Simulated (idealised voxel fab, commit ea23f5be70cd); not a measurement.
Module name: voxel self aligned contacts (process module)
Square cell edge 5 nm, section width 190 nm, ID cut.
A cross-section is written here as square cells arranged in a grid, and it is given in bands from the top down, each band taking up one or more rows of cells.
Heights first: top, then bottom, in nm. Then materials, left to right, each with a width in nm. "everywhere" on a single material: fills the band edge to edge. "empty": empty space.
Where do heights start? At 0: under that level the wafer as delivered is made of one material only. And the lowest band has no floor; it just carries on downward, as in "from 0 down".
When a width is written as two numbers, as in "30..40", the first number is the width in the top row of cells of the band and the second is the width in its bottom row, and the width changes by the same amount from each row to the next.
Where the words "identical to before" appear for a step, the cross-section shows no cell changed by that step; every cell remained as before.
"Internal closed voids": empty spaces of 8 cells or more with no open way to the top, each given as width x height at distance, distance from the left edge, all in nm.
Whatever follows a step's settings on its line is a remark the simulator itself makes about that step.
Regarding "overlay nm": on a step with a mask, it is the distance the mask lay to the right of its planned place; a negative value places it to the left.

[Below is the list of planned process steps]
- 1: RECEIVE, material Si
- 2: CONFORMAL_DEP, material SiO2, thk nm 5
- 3: DIRECTIONAL_DEP, material polySi, thk nm 20
- 4: DIRECTIONAL_DEP, material SiN, thk nm 20
- 5: DIRECTIONAL_DEP, material aC, thk nm 15
- 6: PATTERN, tone cover, mask id GATE, material resist, width nm 15, pitch nm 65, thk nm 35, overlay nm 0
- 7: DIRECTIONAL_ETCH, etch materials aC, depth nm 15
- 8: STRIP, etch materials resist
- 9: DIRECTIONAL_ETCH, etch materials SiN, depth nm 20
- 10: DIRECTIONAL_ETCH, etch materials polySi, depth nm 20
- 11: STRIP, etch materials aC
- 12: CONFORMAL_DEP, material SiN, thk nm 10
- 13: DIRECTIONAL_ETCH, etch materials SiN, depth nm 10
- 14: FILL_DEP, material SiO2, thk nm 20
- 15: CMP, height nm 55
- 16: PATTERN, tone open, mask id CONTACT, material resist, width nm 50, pitch nm 65, thk nm 20, overlay nm 0
- 17: DIRECTIONAL_ETCH, etch materials SiO2, depth nm 55
- 18: STRIP, etch materials resist
- 19: CONFORMAL_DEP, material TiN, thk nm 5
- 20: FILL_DEP, material Ru, thk nm 5
- 21: CMP, height nm 55
- 22: CONFORMAL_DEP, material SiCN, thk nm 5
Where the wafers of this document differ is in the width nm of step 6; they start out the same, and the plan states the value that applied to the first wafer.

[The first of several wafers as received, shown in cross-section; this is its state after step 1]
from 0 down  Si everywhere
Internal closed voids: none

[Here is the cross-section of the first of several wafers at the end of the module, after its last step, step 22]
from 60 to 55  SiCN everywhere
from 55 to 45  SiO2 35, TiN 5..15, Ru 40..20, TiN 5..15, SiO2 15, TiN 5..15, Ru 40..20, TiN 5..15, SiO2 40
from 45 to 25  SiO2 10, SiN 35, TiN 5, Ru 20, TiN 5, SiN 35, TiN 5, Ru 20, TiN 5, SiN 35, SiO2 15
from 25 to 5  SiO2 10, SiN 10, polySi 15, SiN 10, TiN 5, Ru 20, TiN 5, SiN 10, polySi 15, SiN 10, TiN 5, Ru 20, TiN 5, SiN 10, polySi 15, SiN 10, SiO2 15
from 5 to 0  SiO2 45, TiN 30, SiO2 35, TiN 30, SiO2 50
from 0 down  Si everywhere
Internal closed voids: none

[Final wafer cross-section at module end]
from 60 to 55  SiCN everywhere
from 55 to 45  SiO2 35, TiN 5..25, Ru 40..5, TiN 5..20, SiO2 15, TiN 5..25, Ru 40..5, TiN 5..20, SiO2 40
from 45 to 25  SiO2 5, SiN 50, TiN 5, Ru 5, TiN 5, SiN 50, TiN 5, Ru 5, TiN 5, SiN 50, SiO2 5
from 25 to 5  SiO2 5, SiN 10, polySi 30, SiN 10, TiN 5, Ru 5, TiN 5, SiN 10, polySi 30, SiN 10, TiN 5, Ru 5, TiN 5, SiN 10, polySi 30, SiN 10, SiO2 5
from 5 to 0  SiO2 55, TiN 15, SiO2 50, TiN 15, SiO2 55
from 0 down  Si everywhere
Internal closed voids: none

[Here is how to read the rows: every wafer has a row, and it shows the wafer at the end of the module, giving for each material how many cells were gained (+) or lost (-) since the wafer was received, then listing its closed voids]
width nm 15, +88 Ru, +38 SiCN, +132 SiN, +102 SiO2, +60 TiN, +36 polySi, Internal closed voids: none
width nm 20, +70 Ru, +38 SiCN, +144 SiN, +96 SiO2, +60 TiN, +48 polySi, Internal closed voids: none
width nm 25, +52 Ru, +38 SiCN, +156 SiN, +90 SiO2, +60 TiN, +60 polySi, Internal closed voids: none
width nm 30, +34 Ru, +38 SiCN, +168 SiN, +84 SiO2, +60 TiN, +72 polySi, Internal closed voids: none
